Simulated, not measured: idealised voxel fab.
Module name: voxel transistor to metal (process module)
Cross-section cut spans 150 nm and uses square cells 5 nm in size.
A cross-section is a grid of square cells, given in bands from the top down. A band is one or more rows of cells.
What a band's entry tells you: where the top is and where the bottom is, as heights in nm, and after that what lies inside, material by material from left to right, each with its width in nm. Empty space is written as the word "empty", and a single material marked with the word "all across" occupies the band from edge to edge.
The reference from which all heights are counted is 0, the level beneath which the as-received wafer is entirely one material; the lowest band, having no lower bound, proceeds downward and is written after the example "0..down".
Top row gets the first number, bottom row gets the second, and each row in between changes by the same step: that is how a band width like "30->40" works.
"remains unaltered" after a step means that no cell of the cross-section changed.
Reported under the label "Cavities, sealed" are the empty spaces having no open way to the top and comprising 8 cells or more; the notation for each is width x height at distance, in which the distance is measured from the left edge and all three values are in nm.
Read whatever lies past the settings on a step's line as the simulator's own remark about the step.
On any step carrying a mask, the "overlay nm" setting, if present on the step's line, tells how far right of its planned place the mask lay; negative values point to the left.
# These are the steps we planned for the process
step 1: RECEIVE: material Si
step 2: OXIDIZE: depth nm 5
step 3: CONFORMAL_DEP: material SiN, thk nm 15
step 4: MASKED_ETCH: tone cover, mask id ACTIVE, width nm 105, etch materials SiN, depth nm 15, overlay nm 0
step 5: MASKED_ETCH: tone cover, mask id ACTIVE, width nm 105, etch materials SiO2, depth nm 5, overlay nm 0
step 6: MASKED_ETCH: tone cover, mask id ACTIVE, width nm 105, etch materials Si, depth nm 35, overlay nm 0
step 7: OXIDIZE: depth nm 5
step 8: FILL_DEP: material SiO2, thk nm 5
step 9: CMP: height nm 15
step 10: SELECTIVE_ETCH: etch materials SiO2, depth nm 10
step 11: STRIP: etch materials SiN
step 12: SELECTIVE_ETCH: etch materials SiO2, depth nm 5
step 13: OXIDIZE: depth nm 5
step 14: DIRECTIONAL_DEP: material polySi, thk nm 20
step 15: DIRECTIONAL_DEP: material SiCN, thk nm 10
step 16: MASKED_ETCH: tone cover, mask id GATE, width nm 25, etch materials SiCN, depth nm 20, overlay nm 0
step 17: MASKED_ETCH: tone cover, mask id GATE, width nm 25, etch materials polySi, depth nm 30, overlay nm 0
step 18: CONFORMAL_DEP: material SiN, thk nm 10
step 19: DIRECTIONAL_ETCH: etch materials SiN, depth nm 10
step 20: DIRECTIONAL_ETCH: etch materials SiO2, depth nm 5
step 21: DIRECTIONAL_ETCH: etch materials Si, depth nm 15
step 22: EPI: material nSi, thk nm 15
step 23: FILL_DEP: material SiO2, thk nm 10
step 24: CMP: height nm 25
step 25: DIRECTIONAL_DEP: material SiO2, thk nm 15
step 26: PATTERN: tone open, mask id CONTACT, material resist, width nm 15, pitch nm 80, thk nm 15, overlay nm 0
step 27: DIRECTIONAL_ETCH: etch materials SiO2, depth nm 50
step 28: STRIP: etch materials resist
step 29: CONFORMAL_DEP: material TiN, thk nm 5
step 30: FILL_DEP: material W, thk nm 10
step 31: CMP: height nm 40
step 32: CONFORMAL_DEP: material SiN, thk nm 5
step 33: DIRECTIONAL_DEP: material lowk, thk nm 25
step 34: DIRECTIONAL_DEP: material aC, thk nm 10
step 35: PATTERN: tone open, mask id METAL_1, material resist, width nm 15, pitch nm 80, thk nm 25, overlay nm 0
step 36: DIRECTIONAL_ETCH: etch materials aC, depth nm 10
step 37: STRIP: etch materials resist
step 38: DIRECTIONAL_ETCH: etch materials lowk, depth nm 25
step 39: DIRECTIONAL_ETCH: etch materials SiN, depth nm 5
step 40: STRIP: etch materials aC
step 41: CONFORMAL_DEP: material TiN, thk nm 5
step 42: FILL_DEP: material Cu, thk nm 5
step 43: CMP: height nm 70
step 44: CONFORMAL_DEP: material SiN, thk nm 5
# First wafer out of two, processed as planned
# As-received state of the wafer in cross-section, equivalent to post-step 1
0..down | Si all across
Cavities, sealed: none
# Presented here is a cross-section of the wafer after step 2 has been performed
0..-5 | SiO2 all across
Everything below -5 is unchanged.
# Presented here is a cross-section of the wafer after step 3 has been performed
15..0 | SiN all across
Everything below 0 is unchanged.
# Presented here is a cross-section of the wafer after step 4 has been performed
15..0 | 20 empty; 105 SiN; 25 empty
Everything below 0 is unchanged.
# Presented here is a cross-section of the wafer after step 5 has been performed
15..0 | 20 empty; 105 SiN; 25 empty
0..-5 | 20 empty; 105 SiO2; 25 empty
Everything below -5 is unchanged.
# Presented here is a cross-section of the wafer after step 6 has been performed
15..0 | 20 empty; 105 SiN; 25 empty
0..-5 | 20 empty; 105 SiO2; 25 empty
-5..-40 | 20 empty; 105 Si; 25 empty
Everything below -40 is unchanged.
# Presented here is a cross-section of the wafer after step 7 has been performed
15..0 | 20 empty; 105 SiN; 25 empty
0..-5 | 20 empty; 105 SiO2; 25 empty
-5..-40 | 20 empty; 5 SiO2; 95 Si; 5 SiO2; 25 empty
-40..-45 | 25 SiO2; 95 Si; 30 SiO2
Everything below -45 is unchanged.
# Presented here is a cross-section of the wafer after step 8 has been performed
20..15 | SiO2 all across
15..0 | 20 SiO2; 105 SiN; 25 SiO2
0..-5 | SiO2 all across
-5..-45 | 25 SiO2; 95 Si; 30 SiO2
Everything below -45 is unchanged.
# Presented here is a cross-section of the wafer after step 9 has been performed
15..0 | 20 SiO2; 105 SiN; 25 SiO2
Everything below 0 is unchanged.
# Presented here is a cross-section of the wafer after step 10 has been performed
15..5 | 20 empty; 105 SiN; 25 empty
Everything below 5 is unchanged.
# Presented here is a cross-section of the wafer after step 11 has been performed
5..0 | 20 SiO2; 105 empty; 25 SiO2
Everything below 0 is unchanged.
# Presented here is a cross-section of the wafer after step 12 has been performed
0..-5 | 15 SiO2; 115 empty; 20 SiO2
Everything below -5 is unchanged.
# Presented here is a cross-section of the wafer after step 13 has been performed
0..-5 | 15 SiO2; 115 empty; 20 SiO2
-5..-10 | SiO2 all across
Everything below -10 is unchanged.
# Presented here is a cross-section of the wafer after step 14 has been performed
20..15 | 15 polySi; 115 empty; 20 polySi
15..0 | polySi all across
0..-5 | 15 SiO2; 115 polySi; 20 SiO2
Everything below -5 is unchanged.
# Presented here is a cross-section of the wafer after step 15 has been performed
30..25 | 15 SiCN; 115 empty; 20 SiCN
25..20 | SiCN all across
20..15 | 15 polySi; 115 SiCN; 20 polySi
Everything below 15 is unchanged.
# Presented here is a cross-section of the wafer after step 16 has been performed
25..20 | 60 empty; 25 SiCN; 65 empty
20..15 | 15 polySi; 45 empty; 25 SiCN; 45 empty; 20 polySi
Everything below 15 is unchanged.
# Presented here is a cross-section of the wafer after step 17 has been performed
25..15 | 60 empty; 25 SiCN; 65 empty
15..0 | 60 empty; 25 polySi; 65 empty
0..-5 | 15 SiO2; 45 empty; 25 polySi; 45 empty; 20 SiO2
Everything below -5 is unchanged.
# Presented here is a cross-section of the wafer after step 18 has been performed
35..25 | 50 empty; 45 SiN; 55 empty
25..15 | 50 empty; 10 SiN; 25 SiCN; 10 SiN; 55 empty
15..10 | 50 empty; 10 SiN; 25 polySi; 10 SiN; 55 empty
10..5 | 25 SiN; 25 empty; 10 SiN; 25 polySi; 10 SiN; 25 empty; 30 SiN
5..0 | 60 SiN; 25 polySi; 65 SiN
0..-5 | 15 SiO2; 45 SiN; 25 polySi; 45 SiN; 20 SiO2
Everything below -5 is unchanged.
# Presented here is a cross-section of the wafer after step 19 has been performed
25..15 | 50 empty; 10 SiN; 25 SiCN; 10 SiN; 55 empty
15..0 | 50 empty; 10 SiN; 25 polySi; 10 SiN; 55 empty
0..-5 | 15 SiO2; 10 SiN; 25 empty; 10 SiN; 25 polySi; 10 SiN; 25 empty; 10 SiN; 20 SiO2
Everything below -5 is unchanged.
# Presented here is a cross-section of the wafer after step 20 has been performed
25..15 | 50 empty; 10 SiN; 25 SiCN; 10 SiN; 55 empty
15..0 | 50 empty; 10 SiN; 25 polySi; 10 SiN; 55 empty
0..-5 | 15 empty; 10 SiN; 25 empty; 10 SiN; 25 polySi; 10 SiN; 25 empty; 10 SiN; 20 empty
-5..-10 | 25 SiO2; 25 empty; 45 SiO2; 25 empty; 30 SiO2
Everything below -10 is unchanged.
# Presented here is a cross-section of the wafer after step 21 has been performed
25..15 | 50 empty; 10 SiN; 25 SiCN; 10 SiN; 55 empty
15..0 | 50 empty; 10 SiN; 25 polySi; 10 SiN; 55 empty
0..-5 | 15 empty; 10 SiN; 25 empty; 10 SiN; 25 polySi; 10 SiN; 25 empty; 10 SiN; 20 empty
-5..-10 | 25 SiO2; 25 empty; 45 SiO2; 25 empty; 30 SiO2
-10..-25 | 25 SiO2; 25 empty; 45 Si; 25 empty; 30 SiO2
Everything below -25 is unchanged.
# Presented here is a cross-section of the wafer after step 22 has been performed
25..15 | 50 empty; 10 SiN; 25 SiCN; 10 SiN; 55 empty
15..5 | 50 empty; 10 SiN; 25 polySi; 10 SiN; 55 empty
5..0 | 35 empty; 15 nSi; 10 SiN; 25 polySi; 10 SiN; 15 nSi; 40 empty
0..-5 | 15 empty; 10 SiN; 10 empty; 15 nSi; 10 SiN; 25 polySi; 10 SiN; 15 nSi; 10 empty; 10 SiN; 20 empty
-5..-10 | 25 SiO2; 10 empty; 15 nSi; 45 SiO2; 15 nSi; 10 empty; 30 SiO2
-10..-25 | 25 SiO2; 25 nSi; 45 Si; 25 nSi; 30 SiO2
Everything below -25 is unchanged.
# Presented here is a cross-section of the wafer after step 23 has been performed
35..25 | SiO2 all across
25..15 | 50 SiO2; 10 SiN; 25 SiCN; 10 SiN; 55 SiO2
15..5 | 50 SiO2; 10 SiN; 25 polySi; 10 SiN; 55 SiO2
5..0 | 35 SiO2; 15 nSi; 10 SiN; 25 polySi; 10 SiN; 15 nSi; 40 SiO2
0..-5 | 15 SiO2; 10 SiN; 10 SiO2; 15 nSi; 10 SiN; 25 polySi; 10 SiN; 15 nSi; 10 SiO2; 10 SiN; 20 SiO2
-5..-10 | 35 SiO2; 15 nSi; 45 SiO2; 15 nSi; 40 SiO2
Everything below -10 is unchanged.
# Presented here is a cross-section of the wafer after step 24 has been performed
25..15 | 50 SiO2; 10 SiN; 25 SiCN; 10 SiN; 55 SiO2
Everything below 15 is unchanged.
# Presented here is a cross-section of the wafer after step 25 has been performed
40..25 | SiO2 all across
Everything below 25 is unchanged.
# Presented here is a cross-section of the wafer after step 26 has been performed
55..40 | 25 resist; 15 empty; 65 resist; 15 empty; 30 resist
Everything below 40 is unchanged.
# Presented here is a cross-section of the wafer after step 27 has been performed
55..40 | 25 resist; 15 empty; 65 resist; 15 empty; 30 resist
40..25 | 25 SiO2; 15 empty; 65 SiO2; 15 empty; 30 SiO2
25..15 | 25 SiO2; 15 empty; 10 SiO2; 10 SiN; 25 SiCN; 10 SiN; 10 SiO2; 15 empty; 30 SiO2
15..5 | 25 SiO2; 15 empty; 10 SiO2; 10 SiN; 25 polySi; 10 SiN; 10 SiO2; 15 empty; 30 SiO2
5..0 | 25 SiO2; 10 empty; 15 nSi; 10 SiN; 25 polySi; 10 SiN; 15 nSi; 10 empty; 30 SiO2
0..-5 | 15 SiO2; 10 SiN; 10 empty; 15 nSi; 10 SiN; 25 polySi; 10 SiN; 15 nSi; 10 empty; 10 SiN; 20 SiO2
-5..-10 | 25 SiO2; 10 empty; 15 nSi; 45 SiO2; 15 nSi; 10 empty; 30 SiO2
Everything below -10 is unchanged.
# Presented here is a cross-section of the wafer after step 28 has been performed
40..25 | 25 SiO2; 15 empty; 65 SiO2; 15 empty; 30 SiO2
Everything below 25 is unchanged.
# Presented here is a cross-section of the wafer after step 29 has been performed
45..40 | 30 TiN; 5 empty; 75 TiN; 5 empty; 35 TiN
40..25 | 25 SiO2; 5 TiN; 5 empty; 5 TiN; 65 SiO2; 5 TiN; 5 empty; 5 TiN; 30 SiO2
25..15 | 25 SiO2; 5 TiN; 5 empty; 5 TiN; 10 SiO2; 10 SiN; 25 SiCN; 10 SiN; 10 SiO2; 5 TiN; 5 empty; 5 TiN; 30 SiO2
15..10 | 25 SiO2; 5 TiN; 5 empty; 5 TiN; 10 SiO2; 10 SiN; 25 polySi; 10 SiN; 10 SiO2; 5 TiN; 5 empty; 5 TiN; 30 SiO2
10..5 | 25 SiO2; 15 TiN; 10 SiO2; 10 SiN; 25 polySi; 10 SiN; 10 SiO2; 15 TiN; 30 SiO2
5..0 | 25 SiO2; 10 TiN; 15 nSi; 10 SiN; 25 polySi; 10 SiN; 15 nSi; 10 TiN; 30 SiO2
0..-5 | 15 SiO2; 10 SiN; 10 TiN; 15 nSi; 10 SiN; 25 polySi; 10 SiN; 15 nSi; 10 TiN; 10 SiN; 20 SiO2
-5..-10 | 25 SiO2; 10 TiN; 15 nSi; 45 SiO2; 15 nSi; 10 TiN; 30 SiO2
Everything below -10 is unchanged.
# Presented here is a cross-section of the wafer after step 30 has been performed
55..45 | W all across
45..40 | 30 TiN; 5 W; 75 TiN; 5 W; 35 TiN
40..25 | 25 SiO2; 5 TiN; 5 W; 5 TiN; 65 SiO2; 5 TiN; 5 W; 5 TiN; 30 SiO2
25..15 | 25 SiO2; 5 TiN; 5 W; 5 TiN; 10 SiO2; 10 SiN; 25 SiCN; 10 SiN; 10 SiO2; 5 TiN; 5 W; 5 TiN; 30 SiO2
15..10 | 25 SiO2; 5 TiN; 5 W; 5 TiN; 10 SiO2; 10 SiN; 25 polySi; 10 SiN; 10 SiO2; 5 TiN; 5 W; 5 TiN; 30 SiO2
Everything below 10 is unchanged.
# Presented here is a cross-section of the wafer after step 31 has been performed
40..25 | 25 SiO2; 5 TiN; 5 W; 5 TiN; 65 SiO2; 5 TiN; 5 W; 5 TiN; 30 SiO2
Everything below 25 is unchanged.
# Presented here is a cross-section of the wafer after step 32 has been performed
45..40 | SiN all across
Everything below 40 is unchanged.
# Presented here is a cross-section of the wafer after step 33 has been performed
70..45 | lowk all across
Everything below 45 is unchanged.
# Presented here is a cross-section of the wafer after step 34 has been performed
80..70 | aC all across
Everything below 70 is unchanged.
# Presented here is a cross-section of the wafer after step 35 has been performed
105..80 | 25 resist; 15 empty; 65 resist; 15 empty; 30 resist
Everything below 80 is unchanged.
# Presented here is a cross-section of the wafer after step 36 has been performed
95..80 | 25 resist; 15 empty; 65 resist; 15 empty; 30 resist
80..70 | 25 aC; 15 empty; 65 aC; 15 empty; 30 aC
Everything below 70 is unchanged.
# Presented here is a cross-section of the wafer after step 37 has been performed
80..70 | 25 aC; 15 empty; 65 aC; 15 empty; 30 aC
Everything below 70 is unchanged.
# Presented here is a cross-section of the wafer after step 38 has been performed
80..70 | 25 aC; 15 empty; 65 aC; 15 empty; 30 aC
70..45 | 25 lowk; 15 empty; 65 lowk; 15 empty; 30 lowk
Everything below 45 is unchanged.
# Presented here is a cross-section of the wafer after step 39 has been performed
80..70 | 25 aC; 15 empty; 65 aC; 15 empty; 30 aC
70..45 | 25 lowk; 15 empty; 65 lowk; 15 empty; 30 lowk
45..40 | 25 SiN; 15 empty; 65 SiN; 15 empty; 30 SiN
Everything below 40 is unchanged.
# Presented here is a cross-section of the wafer after step 40 has been performed
70..45 | 25 lowk; 15 empty; 65 lowk; 15 empty; 30 lowk
Everything below 45 is unchanged.
# Presented here is a cross-section of the wafer after step 41 has been performed
75..70 | 30 TiN; 5 empty; 75 TiN; 5 empty; 35 TiN
70..45 | 25 lowk; 5 TiN; 5 empty; 5 TiN; 65 lowk; 5 TiN; 5 empty; 5 TiN; 30 lowk
45..40 | 25 SiN; 15 TiN; 65 SiN; 15 TiN; 30 SiN
Everything below 40 is unchanged.
# Presented here is a cross-section of the wafer after step 42 has been performed
80..75 | Cu all across
75..70 | 30 TiN; 5 Cu; 75 TiN; 5 Cu; 35 TiN
70..45 | 25 lowk; 5 TiN; 5 Cu; 5 TiN; 65 lowk; 5 TiN; 5 Cu; 5 TiN; 30 lowk
Everything below 45 is unchanged.
# Presented here is a cross-section of the wafer after step 43 has been performed
70..45 | 25 lowk; 5 TiN; 5 Cu; 5 TiN; 65 lowk; 5 TiN; 5 Cu; 5 TiN; 30 lowk
Everything below 45 is unchanged.
# Presented here is a cross-section of the wafer after step 44 has been performed
75..70 | SiN all across
Everything below 70 is unchanged.
# Second wafer, same starting conditions and recipe as the first, one mistake in executing it, nothing differs from the first up to and including step 16
# Cross-section of the second wafer at the time by which step 17 should have been completed according to the plan
25..15 | 60 empty; 25 SiCN; 65 empty
15..0 | 50 empty; 35 polySi; 65 empty
0..-5 | 15 SiO2; 35 empty; 35 polySi; 45 empty; 20 SiO2
Everything below -5 is unchanged.
# Cross-section of the second wafer at the time by which step 18 should have been completed according to the plan
35..25 | 50 empty; 45 SiN; 55 empty
25..15 | 40 empty; 20 SiN; 25 SiCN; 10 SiN; 55 empty
15..10 | 40 empty; 10 SiN; 35 polySi; 10 SiN; 55 empty
10..5 | 25 SiN; 15 empty; 10 SiN; 35 polySi; 10 SiN; 25 empty; 30 SiN
5..0 | 50 SiN; 35 polySi; 65 SiN
0..-5 | 15 SiO2; 35 SiN; 35 polySi; 45 SiN; 20 SiO2
Everything below -5 is unchanged.
# Cross-section of the second wafer at the time by which step 19 should have been completed according to the plan
25..15 | 50 empty; 10 SiN; 25 SiCN; 10 SiN; 55 empty
15..0 | 40 empty; 10 SiN; 35 polySi; 10 SiN; 55 empty
0..-5 | 15 SiO2; 10 SiN; 15 empty; 10 SiN; 35 polySi; 10 SiN; 25 empty; 10 SiN; 20 SiO2
Everything below -5 is unchanged.
# Cross-section of the second wafer at the time by which step 20 should have been completed according to the plan
25..15 | 50 empty; 10 SiN; 25 SiCN; 10 SiN; 55 empty
15..0 | 40 empty; 10 SiN; 35 polySi; 10 SiN; 55 empty
0..-5 | 15 empty; 10 SiN; 15 empty; 10 SiN; 35 polySi; 10 SiN; 25 empty; 10 SiN; 20 empty
-5..-10 | 25 SiO2; 15 empty; 55 SiO2; 25 empty; 30 SiO2
Everything below -10 is unchanged.
# Cross-section of the second wafer at the time by which step 21 should have been completed according to the plan
25..15 | 50 empty; 10 SiN; 25 SiCN; 10 SiN; 55 empty
15..0 | 40 empty; 10 SiN; 35 polySi; 10 SiN; 55 empty
0..-5 | 15 empty; 10 SiN; 15 empty; 10 SiN; 35 polySi; 10 SiN; 25 empty; 10 SiN; 20 empty
-5..-10 | 25 SiO2; 15 empty; 55 SiO2; 25 empty; 30 SiO2
-10..-25 | 25 SiO2; 15 empty; 55 Si; 25 empty; 30 SiO2
Everything below -25 is unchanged.
# Cross-section of the second wafer at the time by which step 22 should have been completed according to the plan
25..15 | 50 empty; 10 SiN; 25 SiCN; 10 SiN; 55 empty
15..5 | 40 empty; 10 SiN; 35 polySi; 10 SiN; 55 empty
5..0 | 25 empty; 15 nSi; 10 SiN; 35 polySi; 10 SiN; 15 nSi; 40 empty
0..-5 | 15 empty; 10 SiN; 15 nSi; 10 SiN; 35 polySi; 10 SiN; 15 nSi; 10 empty; 10 SiN; 20 empty
-5..-10 | 25 SiO2; 15 nSi; 55 SiO2; 15 nSi; 10 empty; 30 SiO2
-10..-25 | 25 SiO2; 15 nSi; 55 Si; 25 nSi; 30 SiO2
Everything below -25 is unchanged.
# Cross-section of the second wafer at the time by which step 23 should have been completed according to the plan
35..25 | SiO2 all across
25..15 | 50 SiO2; 10 SiN; 25 SiCN; 10 SiN; 55 SiO2
15..5 | 40 SiO2; 10 SiN; 35 polySi; 10 SiN; 55 SiO2
5..0 | 25 SiO2; 15 nSi; 10 SiN; 35 polySi; 10 SiN; 15 nSi; 40 SiO2
0..-5 | 15 SiO2; 10 SiN; 15 nSi; 10 SiN; 35 polySi; 10 SiN; 15 nSi; 10 SiO2; 10 SiN; 20 SiO2
-5..-10 | 25 SiO2; 15 nSi; 55 SiO2; 15 nSi; 40 SiO2
Everything below -10 is unchanged.
# Cross-section of the second wafer at the time by which step 24 should have been completed according to the plan
25..15 | 50 SiO2; 10 SiN; 25 SiCN; 10 SiN; 55 SiO2
Everything below 15 is unchanged.
# Cross-section of the second wafer at the time by which step 25 should have been completed according to the plan
40..25 | SiO2 all across
Everything below 25 is unchanged.
# Cross-section of the second wafer at the time by which step 26 should have been completed according to the plan
55..40 | 25 resist; 15 empty; 65 resist; 15 empty; 30 resist
Everything below 40 is unchanged.
# Cross-section of the second wafer at the time by which step 27 should have been completed according to the plan
55..40 | 25 resist; 15 empty; 65 resist; 15 empty; 30 resist
40..25 | 25 SiO2; 15 empty; 65 SiO2; 15 empty; 30 SiO2
25..15 | 25 SiO2; 15 empty; 10 SiO2; 10 SiN; 25 SiCN; 10 SiN; 10 SiO2; 15 empty; 30 SiO2
15..5 | 25 SiO2; 15 empty; 10 SiN; 35 polySi; 10 SiN; 10 SiO2; 15 empty; 30 SiO2
5..0 | 25 SiO2; 15 nSi; 10 SiN; 35 polySi; 10 SiN; 15 nSi; 10 empty; 30 SiO2
0..-5 | 15 SiO2; 10 SiN; 15 nSi; 10 SiN; 35 polySi; 10 SiN; 15 nSi; 10 empty; 10 SiN; 20 SiO2
-5..-10 | 25 SiO2; 15 nSi; 55 SiO2; 15 nSi; 10 empty; 30 SiO2
Everything below -10 is unchanged.
# Cross-section of the second wafer at the time by which step 28 should have been completed according to the plan
40..25 | 25 SiO2; 15 empty; 65 SiO2; 15 empty; 30 SiO2
Everything below 25 is unchanged.
# Cross-section of the second wafer at the time by which step 29 should have been completed according to the plan
45..40 | 30 TiN; 5 empty; 75 TiN; 5 empty; 35 TiN
40..25 | 25 SiO2; 5 TiN; 5 empty; 5 TiN; 65 SiO2; 5 TiN; 5 empty; 5 TiN; 30 SiO2
25..15 | 25 SiO2; 5 TiN; 5 empty; 5 TiN; 10 SiO2; 10 SiN; 25 SiCN; 10 SiN; 10 SiO2; 5 TiN; 5 empty; 5 TiN; 30 SiO2
15..10 | 25 SiO2; 5 TiN; 5 empty; 5 TiN; 10 SiN; 35 polySi; 10 SiN; 10 SiO2; 5 TiN; 5 empty; 5 TiN; 30 SiO2
10..5 | 25 SiO2; 15 TiN; 10 SiN; 35 polySi; 10 SiN; 10 SiO2; 15 TiN; 30 SiO2
5..0 | 25 SiO2; 15 nSi; 10 SiN; 35 polySi; 10 SiN; 15 nSi; 10 TiN; 30 SiO2
0..-5 | 15 SiO2; 10 SiN; 15 nSi; 10 SiN; 35 polySi; 10 SiN; 15 nSi; 10 TiN; 10 SiN; 20 SiO2
-5..-10 | 25 SiO2; 15 nSi; 55 SiO2; 15 nSi; 10 TiN; 30 SiO2
Everything below -10 is unchanged.
# Cross-section of the second wafer at the time by which step 30 should have been completed according to the plan
55..45 | W all across
45..40 | 30 TiN; 5 W; 75 TiN; 5 W; 35 TiN
40..25 | 25 SiO2; 5 TiN; 5 W; 5 TiN; 65 SiO2; 5 TiN; 5 W; 5 TiN; 30 SiO2
25..15 | 25 SiO2; 5 TiN; 5 W; 5 TiN; 10 SiO2; 10 SiN; 25 SiCN; 10 SiN; 10 SiO2; 5 TiN; 5 W; 5 TiN; 30 SiO2
15..10 | 25 SiO2; 5 TiN; 5 W; 5 TiN; 10 SiN; 35 polySi; 10 SiN; 10 SiO2; 5 TiN; 5 W; 5 TiN; 30 SiO2
Everything below 10 is unchanged.
# Cross-section of the second wafer at the time by which step 31 should have been completed according to the plan
40..25 | 25 SiO2; 5 TiN; 5 W; 5 TiN; 65 SiO2; 5 TiN; 5 W; 5 TiN; 30 SiO2
Everything below 25 is unchanged.
# Cross-section of the second wafer at the time by which step 32 should have been completed according to the plan
45..40 | SiN all across
Everything below 40 is unchanged.
# Cross-section of the second wafer at the time by which step 33 should have been completed according to the plan
70..45 | lowk all across
Everything below 45 is unchanged.
# Cross-section of the second wafer at the time by which step 34 should have been completed according to the plan
80..70 | aC all across
Everything below 70 is unchanged.
# Cross-section of the second wafer at the time by which step 35 should have been completed according to the plan
105..80 | 25 resist; 15 empty; 65 resist; 15 empty; 30 resist
Everything below 80 is unchanged.
# Cross-section of the second wafer at the time by which step 36 should have been completed according to the plan
95..80 | 25 resist; 15 empty; 65 resist; 15 empty; 30 resist
80..70 | 25 aC; 15 empty; 65 aC; 15 empty; 30 aC
Everything below 70 is unchanged.
# Cross-section of the second wafer at the time by which step 37 should have been completed according to the plan
80..70 | 25 aC; 15 empty; 65 aC; 15 empty; 30 aC
Everything below 70 is unchanged.
# Cross-section of the second wafer at the time by which step 38 should have been completed according to the plan
80..70 | 25 aC; 15 empty; 65 aC; 15 empty; 30 aC
70..45 | 25 lowk; 15 empty; 65 lowk; 15 empty; 30 lowk
Everything below 45 is unchanged.
# Cross-section of the second wafer at the time by which step 39 should have been completed according to the plan
80..70 | 25 aC; 15 empty; 65 aC; 15 empty; 30 aC
70..45 | 25 lowk; 15 empty; 65 lowk; 15 empty; 30 lowk
45..40 | 25 SiN; 15 empty; 65 SiN; 15 empty; 30 SiN
Everything below 40 is unchanged.
# Cross-section of the second wafer at the time by which step 40 should have been completed according to the plan
70..45 | 25 lowk; 15 empty; 65 lowk; 15 empty; 30 lowk
Everything below 45 is unchanged.
# Cross-section of the second wafer at the time by which step 41 should have been completed according to the plan
75..70 | 30 TiN; 5 empty; 75 TiN; 5 empty; 35 TiN
70..45 | 25 lowk; 5 TiN; 5 empty; 5 TiN; 65 lowk; 5 TiN; 5 empty; 5 TiN; 30 lowk
45..40 | 25 SiN; 15 TiN; 65 SiN; 15 TiN; 30 SiN
Everything below 40 is unchanged.
# Cross-section of the second wafer at the time by which step 42 should have been completed according to the plan
80..75 | Cu all across
75..70 | 30 TiN; 5 Cu; 75 TiN; 5 Cu; 35 TiN
70..45 | 25 lowk; 5 TiN; 5 Cu; 5 TiN; 65 lowk; 5 TiN; 5 Cu; 5 TiN; 30 lowk
Everything below 45 is unchanged.
# Cross-section of the second wafer at the time by which step 43 should have been completed according to the plan
70..45 | 25 lowk; 5 TiN; 5 Cu; 5 TiN; 65 lowk; 5 TiN; 5 Cu; 5 TiN; 30 lowk
Everything below 45 is unchanged.
# Cross-section of the second wafer at the time by which step 44 should have been completed according to the plan
75..70 | SiN all across
Everything below 70 is unchanged.
Here's what went sideways: step 17, actual vs plan mismatch, actual run MASKED_ETCH: tone cover, mask id GATE, width nm 25, etch materials polySi, depth nm 30, overlay nm -10
Wrapping up, a cell-based count of both wafers puts the second over or under the first for these materials: +6 Si, -2 SiO2, -6 TiN, -6 nSi, +8 polySi
